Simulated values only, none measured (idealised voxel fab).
Name of the process module below: voxel released beams
Cross-section cut: width 260 nm, square cells of 5 nm.
Square cells in a grid make up a cross-section in this document, and the grid is given as bands, listed from the top down, each one or more rows of cells.
Band: top and bottom heights (nm) first, top before bottom; then materials from left to right, widths in nm. "throughout" marks a sole material filling the band edge to edge. "blank" denotes empty space.
Height 0 is the level under which the wafer as received is all one material. The lowest band goes on downwards, as in "0..down".
The expression "30->40" gives the width at the extremes of the band, the first number at its top row of cells and the second at its bottom row, with the width changing by equal amounts from each row to the next in between.
It should be understood that the words "same as before", when stated for a given step, signify that the cross-section underwent no change in any of its cells during that step.
The label "Enclosed void inventory" introduces a list of the empty spaces, 8 cells or larger, that have no open way up to the top; each entry in it reads width x height at distance, where the distance is taken from the left edge and all three are stated in nm.
Whatever follows a step's settings on its line is a remark the simulator itself makes about that step.
Steps that use a mask can have "overlay nm" on their line. It says how far the mask sat to the right of where it was meant to be. Negative means to the left.

STEPS IN THE PROCESS PLAN
1,op RECEIVE | material Si
2,op CONFORMAL_DEP | material Al2O3 | thk nm 5
3,op DIRECTIONAL_DEP | material SiO2 | thk nm 10
4,op PATTERN | tone open | mask id ANCHOR | material resist | width nm 35 | thk nm 20 | overlay nm 0
5,op DIRECTIONAL_ETCH | etch materials SiO2 | depth nm 10
6,op STRIP | etch materials resist
7,op CONFORMAL_DEP | material SiN | thk nm 10
8,op DIRECTIONAL_DEP | material aC | thk nm 5
9,op PATTERN | tone cover | mask id BEAM | material resist | width nm 90 | thk nm 35 | overlay nm 0
10,op DIRECTIONAL_ETCH | etch materials aC | depth nm 15
11,op STRIP | etch materials resist
12,op DIRECTIONAL_ETCH | etch materials SiN | depth nm 10
13,op STRIP | etch materials aC
14,op STRIP | etch materials SiO2
Across this set of wafers, the varied parameter is the thk nm of step 8. Starting conditions are identical for every wafer, and the plan reports the value assigned to the first wafer.

FIRST WAFER OF SEVERAL, AS RECEIVED: CROSS-SECTION AFTER STEP 1
	0..down: Si throughout
	Enclosed void inventory: none

CROSS-SECTION, FIRST OF SEVERAL WAFERS, END OF MODULE, AFTER LAST STEP 14
	25..15: 80 blank  15 SiN  15 blank  60 SiN  90 blank
	15..5: 85 blank  35 SiN  140 blank
	5..0: Al2O3 throughout
	0..down: Si throughout
	Enclosed void inventory: none

END OF MODULE: CROSS-SECTION, LAST OF SEVERAL WAFERS
	25..15: 95 SiN  15 blank  150 SiN
	15..5: 85 SiO2  35 SiN  140 SiO2
	5..0: Al2O3 throughout
	0..down: Si throughout
	Enclosed void inventory: none

QUICK KEY FOR THE TABLE: A ROW PER WAFER, TAKEN AT THE END OF THE MODULE. FOR EACH MATERIAL IT TELLS YOU HOW MANY CELLS THE WAFER GAINED (+) OR LOST (-) SINCE IT CAME IN, AND THE CLOSED VOIDS COME AFTER
thk nm 5, +52 Al2O3, +44 SiN, Enclosed void inventory: none
thk nm 10, +52 Al2O3, +44 SiN, Enclosed void inventory: none
thk nm 15, +52 Al2O3, +44 SiN, Enclosed void inventory: none
thk nm 20, +52 Al2O3, +112 SiN, +90 SiO2, Enclosed void inventory: none
thk nm 25, +52 Al2O3, +112 SiN, +90 SiO2, Enclosed void inventory: none
thk nm 30, +52 Al2O3, +112 SiN, +90 SiO2, Enclosed void inventory: none
